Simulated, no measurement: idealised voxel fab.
process module | voxel self aligned vias
cross-section cut | 160 nm wide | cells 5 nm
A cross-section is a grid of square cells, given in bands from the top down. A band is one or more rows of cells.
Each band's line starts with the height of the band's top and of its bottom, in nm. Then come its materials from left to right, each with its width in nm. One material with "throughout" fills the band from edge to edge. "air" is empty space.
Height 0 is the level under which the wafer as received is all one material. The lowest band goes on downwards, as in "0 down".
A width such as "30 to 40" changes by the same amount from each row of cells to the next, from the band's top row to its bottom row.
"no change" after a step means that no cell of the cross-section changed.
closed voids: empty space of 8 cells or more with no open way to the top, each as width x height at its distance from the left edge, in nm
after a step's settings: what the simulator itself notes on the step
overlay nm, on a step with a mask: how far to the right of its planned place the mask lay; to the left if negative
plan
1 op RECEIVE | material Si
2 op CONFORMAL_DEP | material SiO2 | thk nm 10
3 op CONFORMAL_DEP | material SiCN | thk nm 5
4 op DIRECTIONAL_DEP | material SiO2 | thk nm 25
5 op PATTERN | tone open | mask id LINES | material resist | width nm 30 | pitch nm 70 | thk nm 20 | overlay nm 0
6 op DIRECTIONAL_ETCH | etch materials SiO2 | depth nm 25
7 op STRIP | etch materials resist
8 op CONFORMAL_DEP | material TiN | thk nm 5
9 op FILL_DEP | material W | thk nm 10
10 op CMP | height nm 40
11 op SELECTIVE_ETCH | etch materials W Ru TiN | depth nm 10
12 op FILL_DEP | material SiN | thk nm 5
13 op CMP | height nm 40
14 op DIRECTIONAL_DEP | material SiO2 | thk nm 15
15 op DIRECTIONAL_DEP | material aC | thk nm 10
16 op PATTERN | tone open | mask id VIAS | material resist | width nm 40 | thk nm 30 | overlay nm 0
17 op DIRECTIONAL_ETCH | etch materials aC | depth nm 10
18 op STRIP | etch materials resist
19 op DIRECTIONAL_ETCH | etch materials SiO2 | depth nm 15
20 op DIRECTIONAL_ETCH | etch materials SiN | depth nm 10
21 op STRIP | etch materials aC
22 op CONFORMAL_DEP | material TiN | thk nm 5
23 op FILL_DEP | material Cu | thk nm 10
24 op CMP | height nm 55
25 op CONFORMAL_DEP | material SiCN | thk nm 5
first wafer, as planned
as received, after step 1
  0 down: Si throughout
  closed voids: none
after step 2
  10 to 0: SiO2 throughout
  below 0: unchanged
after step 3
  15 to 10: SiCN throughout
  below 10: unchanged
after step 4
  40 to 15: SiO2 throughout
  below 15: unchanged
after step 5
  60 to 40: resist 30 | air 30 | resist 40 | air 30 | resist 30
  below 40: unchanged
after step 6
  60 to 40: resist 30 | air 30 | resist 40 | air 30 | resist 30
  40 to 15: SiO2 30 | air 30 | SiO2 40 | air 30 | SiO2 30
  below 15: unchanged
after step 7
  40 to 15: SiO2 30 | air 30 | SiO2 40 | air 30 | SiO2 30
  below 15: unchanged
after step 8
  45 to 40: TiN 35 | air 20 | TiN 50 | air 20 | TiN 35
  40 to 20: SiO2 30 | TiN 5 | air 20 | TiN 5 | SiO2 40 | TiN 5 | air 20 | TiN 5 | SiO2 30
  20 to 15: SiO2 30 | TiN 30 | SiO2 40 | TiN 30 | SiO2 30
  below 15: unchanged
after step 9
  55 to 45: W throughout
  45 to 40: TiN 35 | W 20 | TiN 50 | W 20 | TiN 35
  40 to 20: SiO2 30 | TiN 5 | W 20 | TiN 5 | SiO2 40 | TiN 5 | W 20 | TiN 5 | SiO2 30
  below 20: unchanged
after step 10
  40 to 20: SiO2 30 | TiN 5 | W 20 | TiN 5 | SiO2 40 | TiN 5 | W 20 | TiN 5 | SiO2 30
  below 20: unchanged
after step 11
  40 to 30: SiO2 30 | air 30 | SiO2 40 | air 30 | SiO2 30
  below 30: unchanged
after step 12
  45 to 40: SiN throughout
  40 to 30: SiO2 30 | SiN 30 | SiO2 40 | SiN 30 | SiO2 30
  below 30: unchanged
after step 13
  40 to 30: SiO2 30 | SiN 30 | SiO2 40 | SiN 30 | SiO2 30
  below 30: unchanged
after step 14
  55 to 40: SiO2 throughout
  below 40: unchanged
after step 15
  65 to 55: aC throughout
  below 55: unchanged
after step 16
  95 to 65: resist 25 | air 40 | resist 95
  below 65: unchanged
after step 17
  85 to 65: resist 25 | air 40 | resist 95
  65 to 55: aC 25 | air 40 | aC 95
  below 55: unchanged
after step 18
  65 to 55: aC 25 | air 40 | aC 95
  below 55: unchanged
after step 19
  65 to 55: aC 25 | air 40 | aC 95
  55 to 40: SiO2 25 | air 40 | SiO2 95
  below 40: unchanged
after step 20
  65 to 55: aC 25 | air 40 | aC 95
  55 to 40: SiO2 25 | air 40 | SiO2 95
  40 to 30: SiO2 30 | air 30 | SiO2 40 | SiN 30 | SiO2 30
  below 30: unchanged
after step 21
  55 to 40: SiO2 25 | air 40 | SiO2 95
  below 40: unchanged
after step 22
  60 to 55: TiN 30 | air 30 | TiN 100
  55 to 45: SiO2 25 | TiN 5 | air 30 | TiN 5 | SiO2 95
  45 to 40: SiO2 25 | TiN 10 | air 20 | TiN 10 | SiO2 95
  40 to 35: SiO2 30 | TiN 5 | air 20 | TiN 5 | SiO2 40 | SiN 30 | SiO2 30
  35 to 30: SiO2 30 | TiN 30 | SiO2 40 | SiN 30 | SiO2 30
  below 30: unchanged
after step 23
  70 to 60: Cu throughout
  60 to 55: TiN 30 | Cu 30 | TiN 100
  55 to 45: SiO2 25 | TiN 5 | Cu 30 | TiN 5 | SiO2 95
  45 to 40: SiO2 25 | TiN 10 | Cu 20 | TiN 10 | SiO2 95
  40 to 35: SiO2 30 | TiN 5 | Cu 20 | TiN 5 | SiO2 40 | SiN 30 | SiO2 30
  below 35: unchanged
after step 24
  55 to 45: SiO2 25 | TiN 5 | Cu 30 | TiN 5 | SiO2 95
  below 45: unchanged
after step 25
  60 to 55: SiCN throughout
  below 55: unchanged
second wafer: like start, like plan, one mistake. Through step 1 it matches the first wafer
when step 2 should have ended
  10 to 0: W throughout
  below 0: unchanged
when step 3 should have ended
  15 to 10: SiCN throughout
  below 10: unchanged
when step 4 should have ended
  40 to 15: SiO2 throughout
  below 15: unchanged
when step 5 should have ended
  60 to 40: resist 30 | air 30 | resist 40 | air 30 | resist 30
  below 40: unchanged
when step 6 should have ended
  60 to 40: resist 30 | air 30 | resist 40 | air 30 | resist 30
  40 to 15: SiO2 30 | air 30 | SiO2 40 | air 30 | SiO2 30
  below 15: unchanged
when step 7 should have ended
  40 to 15: SiO2 30 | air 30 | SiO2 40 | air 30 | SiO2 30
  below 15: unchanged
when step 8 should have ended
  45 to 40: TiN 35 | air 20 | TiN 50 | air 20 | TiN 35
  40 to 20: SiO2 30 | TiN 5 | air 20 | TiN 5 | SiO2 40 | TiN 5 | air 20 | TiN 5 | SiO2 30
  20 to 15: SiO2 30 | TiN 30 | SiO2 40 | TiN 30 | SiO2 30
  below 15: unchanged
when step 9 should have ended
  55 to 45: W throughout
  45 to 40: TiN 35 | W 20 | TiN 50 | W 20 | TiN 35
  40 to 20: SiO2 30 | TiN 5 | W 20 | TiN 5 | SiO2 40 | TiN 5 | W 20 | TiN 5 | SiO2 30
  below 20: unchanged
when step 10 should have ended
  40 to 20: SiO2 30 | TiN 5 | W 20 | TiN 5 | SiO2 40 | TiN 5 | W 20 | TiN 5 | SiO2 30
  below 20: unchanged
when step 11 should have ended
  40 to 30: SiO2 30 | air 30 | SiO2 40 | air 30 | SiO2 30
  below 30: unchanged
when step 12 should have ended
  45 to 40: SiN throughout
  40 to 30: SiO2 30 | SiN 30 | SiO2 40 | SiN 30 | SiO2 30
  below 30: unchanged
when step 13 should have ended
  40 to 30: SiO2 30 | SiN 30 | SiO2 40 | SiN 30 | SiO2 30
  below 30: unchanged
when step 14 should have ended
  55 to 40: SiO2 throughout
  below 40: unchanged
when step 15 should have ended
  65 to 55: aC throughout
  below 55: unchanged
when step 16 should have ended
  95 to 65: resist 25 | air 40 | resist 95
  below 65: unchanged
when step 17 should have ended
  85 to 65: resist 25 | air 40 | resist 95
  65 to 55: aC 25 | air 40 | aC 95
  below 55: unchanged
when step 18 should have ended
  65 to 55: aC 25 | air 40 | aC 95
  below 55: unchanged
when step 19 should have ended
  65 to 55: aC 25 | air 40 | aC 95
  55 to 40: SiO2 25 | air 40 | SiO2 95
  below 40: unchanged
when step 20 should have ended
  65 to 55: aC 25 | air 40 | aC 95
  55 to 40: SiO2 25 | air 40 | SiO2 95
  40 to 30: SiO2 30 | air 30 | SiO2 40 | SiN 30 | SiO2 30
  below 30: unchanged
when step 21 should have ended
  55 to 40: SiO2 25 | air 40 | SiO2 95
  below 40: unchanged
when step 22 should have ended
  60 to 55: TiN 30 | air 30 | TiN 100
  55 to 45: SiO2 25 | TiN 5 | air 30 | TiN 5 | SiO2 95
  45 to 40: SiO2 25 | TiN 10 | air 20 | TiN 10 | SiO2 95
  40 to 35: SiO2 30 | TiN 5 | air 20 | TiN 5 | SiO2 40 | SiN 30 | SiO2 30
  35 to 30: SiO2 30 | TiN 30 | SiO2 40 | SiN 30 | SiO2 30
  below 30: unchanged
when step 23 should have ended
  70 to 60: Cu throughout
  60 to 55: TiN 30 | Cu 30 | TiN 100
  55 to 45: SiO2 25 | TiN 5 | Cu 30 | TiN 5 | SiO2 95
  45 to 40: SiO2 25 | TiN 10 | Cu 20 | TiN 10 | SiO2 95
  40 to 35: SiO2 30 | TiN 5 | Cu 20 | TiN 5 | SiO2 40 | SiN 30 | SiO2 30
  below 35: unchanged
when step 24 should have ended
  55 to 45: SiO2 25 | TiN 5 | Cu 30 | TiN 5 | SiO2 95
  below 45: unchanged
when step 25 should have ended
  60 to 55: SiCN throughout
  below 55: unchanged
what went wrong: step 2 ran as: op CONFORMAL_DEP | material W | thk nm 10
at the end the second wafer has, in cells: 64 fewer of SiO2 | 64 more of W
